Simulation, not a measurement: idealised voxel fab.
This section sets out a process module, namely voxel wiring stack.
cross-section cut | 155 nm wide | cells 5 nm
For the purposes of this document, a cross-section shall be understood as a grid of square cells, specified as bands listed in top-to-bottom order, each band consisting of one or more rows of cells. Per band: top height and bottom height in nm, followed by the left-to-right materials and their widths in nm; "all across" marks a single material spanning edge to edge, "blank" marks empty space. Height reference: 0 = level under which incoming wafer is all one material. Lowest band: no bottom, runs on downward, e.g. "0..down". Quick explanation for "30 to 40": the width changes in equal steps down the rows of cells, from the first number in the band's top row to the second number in its bottom row. A step reported as "no alteration" is a step in which no cell of the cross-section changed. "Closed void entries": empty spaces of 8 cells or more with no open way to the top, each given as width x height at distance, distance from the left edge, all in nm. Past the settings on a step's line: simulator remark, on that step. overlay nm: how far to the right of its planned place the mask lay on this masked step (negative: to the left).

THESE ARE THE STEPS WE PLANNED FOR THE PROCESS
1,RECEIVE [material Si]
2,CONFORMAL_DEP [material SiO2] [thk nm 15]
3,CONFORMAL_DEP [material SiCN] [thk nm 5]
4,DIRECTIONAL_DEP [material lowk] [thk nm 20]
5,PATTERN [tone open] [mask id METAL_1] [material resist] [width nm 20] [pitch nm 40] [thk nm 20] [overlay nm 0]
6,DIRECTIONAL_ETCH [etch materials lowk] [depth nm 20]
7,DIRECTIONAL_ETCH [etch materials SiCN] [depth nm 5]
8,STRIP [etch materials resist]
9,CONFORMAL_DEP [material TiN] [thk nm 5]
10,FILL_DEP [material W] [thk nm 10]
11,CMP [height nm 40]
12,CONFORMAL_DEP [material SiCN] [thk nm 5]
13,DIRECTIONAL_DEP [material lowk] [thk nm 15]
14,MASKED_ETCH [tone open] [mask id PLUG_1] [width nm 15] [pitch nm 40] [etch materials lowk] [depth nm 15] [overlay nm 0]
15,MASKED_ETCH [tone open] [mask id PLUG_1] [width nm 15] [pitch nm 40] [etch materials SiCN] [depth nm 5] [overlay nm 0]
16,EPI [material Ru] [thk nm 10]
17,EPI [material Ru] [thk nm 10]
18,CONFORMAL_DEP [material SiCN] [thk nm 5]
19,DIRECTIONAL_DEP [material SiO2] [thk nm 25]
20,DIRECTIONAL_DEP [material aC] [thk nm 10]
21,PATTERN [tone open] [mask id METAL_2] [material resist] [width nm 20] [pitch nm 40] [thk nm 25] [overlay nm 0]
22,DIRECTIONAL_ETCH [etch materials aC] [depth nm 10]
23,STRIP [etch materials resist]
24,DIRECTIONAL_ETCH [etch materials SiO2] [depth nm 25]
25,DIRECTIONAL_ETCH [etch materials SiCN] [depth nm 5]
26,STRIP [etch materials aC]
27,CONFORMAL_DEP [material TiN] [thk nm 5]
28,FILL_DEP [material W] [thk nm 10]
29,CMP [height nm 90]
30,CONFORMAL_DEP [material SiCN] [thk nm 5]
31,DIRECTIONAL_DEP [material SiO2] [thk nm 15]
32,MASKED_ETCH [tone open] [mask id PLUG_2] [width nm 15] [pitch nm 40] [etch materials SiO2] [depth nm 15] [overlay nm 0]
33,MASKED_ETCH [tone open] [mask id PLUG_2] [width nm 15] [pitch nm 40] [etch materials SiCN] [depth nm 5] [overlay nm 0]
34,EPI [material Ru] [thk nm 10]
35,EPI [material Ru] [thk nm 10]
36,CONFORMAL_DEP [material SiCN] [thk nm 5]
37,DIRECTIONAL_DEP [material lowk] [thk nm 15]
38,DIRECTIONAL_DEP [material aC] [thk nm 10]
39,PATTERN [tone open] [mask id METAL_3] [material resist] [width nm 20] [pitch nm 40] [thk nm 30] [overlay nm 0]
40,DIRECTIONAL_ETCH [etch materials aC] [depth nm 10]
41,STRIP [etch materials resist]
42,DIRECTIONAL_ETCH [etch materials lowk] [depth nm 15]
43,DIRECTIONAL_ETCH [etch materials SiCN] [depth nm 5]
44,STRIP [etch materials aC]
45,CONFORMAL_DEP [material TiN] [thk nm 5]
46,FILL_DEP [material Cu] [thk nm 5]
47,CMP [height nm 130]
48,EPI [material Ru] [thk nm 5]
49,FILL_DEP [material SiCN] [thk nm 5]

INCOMING WAFER IN CROSS-SECTION (STATE: AFTER STEP 1)
	0..down | Si all across
	Closed void entries: none

FIRST WAFER AT THE END, AS PLANNED
	140..135 | SiCN all across
	135..130 | 20 SiCN; 30 Ru; 10 SiCN; 30 Ru; 10 SiCN; 30 Ru; 25 SiCN
	130..115 | 25 lowk; 5 TiN; 10 Cu; 5 TiN; 20 lowk; 5 TiN; 10 Cu; 5 TiN; 20 lowk; 5 TiN; 10 Cu; 5 TiN; 30 lowk
	115..110 | 25 SiCN; 20 TiN; 20 SiCN; 20 TiN; 20 SiCN; 20 TiN; 30 SiCN
	110..95 | 25 SiO2; 15 Ru; 25 SiO2; 15 Ru; 25 SiO2; 15 Ru; 35 SiO2
	95..90 | 25 SiCN; 15 Ru; 25 SiCN; 15 Ru; 25 SiCN; 15 Ru; 35 SiCN
	90..65 | 25 SiO2; 5 TiN; 10 W; 5 TiN; 20 SiO2; 5 TiN; 10 W; 5 TiN; 20 SiO2; 5 TiN; 10 W; 5 TiN; 30 SiO2
	65..60 | 25 SiCN; 20 TiN; 20 SiCN; 20 TiN; 20 SiCN; 20 TiN; 30 SiCN
	60..45 | 25 lowk; 15 Ru; 25 lowk; 15 Ru; 25 lowk; 15 Ru; 35 lowk
	45..40 | 25 SiCN; 15 Ru; 25 SiCN; 15 Ru; 25 SiCN; 15 Ru; 35 SiCN
	40..20 | 25 lowk; 5 TiN; 10 W; 5 TiN; 20 lowk; 5 TiN; 10 W; 5 TiN; 20 lowk; 5 TiN; 10 W; 5 TiN; 30 lowk
	20..15 | 25 SiCN; 20 TiN; 20 SiCN; 20 TiN; 20 SiCN; 20 TiN; 30 SiCN
	15..0 | SiO2 all across
	0..down | Si all across
	Closed void entries: none

SO THIS IS WAFER NUMBER TWO OF THE TWO, CUT AT THE END OF THE MODULE - IT STARTED WHERE THE FIRST DID AND HAD THE SAME PLAN, WE JUST GOT ONE THING WRONG RUNNING IT
	140..135 | SiCN all across
	135..130 | 20 SiCN; 30 Ru; 10 SiCN; 30 Ru; 10 SiCN; 30 Ru; 25 SiCN
	130..115 | 25 lowk; 5 TiN; 10 Cu; 5 TiN; 20 lowk; 5 TiN; 10 Cu; 5 TiN; 20 lowk; 5 TiN; 10 Cu; 5 TiN; 30 lowk
	115..110 | 25 SiCN; 20 TiN; 20 SiCN; 20 TiN; 20 SiCN; 20 TiN; 30 SiCN
	110..95 | 25 SiO2; 15 Ru; 25 SiO2; 15 Ru; 25 SiO2; 15 Ru; 35 SiO2
	95..90 | 25 SiCN; 15 Ru; 25 SiCN; 15 Ru; 25 SiCN; 15 Ru; 35 SiCN
	90..65 | 25 SiO2; 5 TiN; 10 W; 5 TiN; 20 SiO2; 5 TiN; 10 W; 5 TiN; 20 SiO2; 5 TiN; 10 W; 5 TiN; 30 SiO2
	65..60 | 25 SiCN; 20 TiN; 20 SiCN; 20 TiN; 20 SiCN; 20 TiN; 30 SiCN
	60..45 | 25 lowk; 15 Ru; 25 lowk; 15 Ru; 25 lowk; 15 Ru; 35 lowk
	45..40 | 25 SiCN; 15 Ru; 25 SiCN; 15 Ru; 25 SiCN; 15 Ru; 35 SiCN
	40..20 | 30 lowk; 5 TiN; 5 W; 5 TiN; 25 lowk; 5 TiN; 5 W; 5 TiN; 25 lowk; 5 TiN; 5 W; 5 TiN; 30 lowk
	20..15 | 30 SiCN; 15 TiN; 25 SiCN; 15 TiN; 25 SiCN; 15 TiN; 30 SiCN
	15..0 | SiO2 all across
	0..down | Si all across
	Closed void entries: none
Deviation from plan: not per plan at step 5, really ran PATTERN [tone open] [mask id METAL_1] [material resist] [width nm 15] [pitch nm 40] [thk nm 20] [overlay nm 0]
at the end the second wafer has, in cells: SiCN +3; TiN -3; W -12; lowk +12
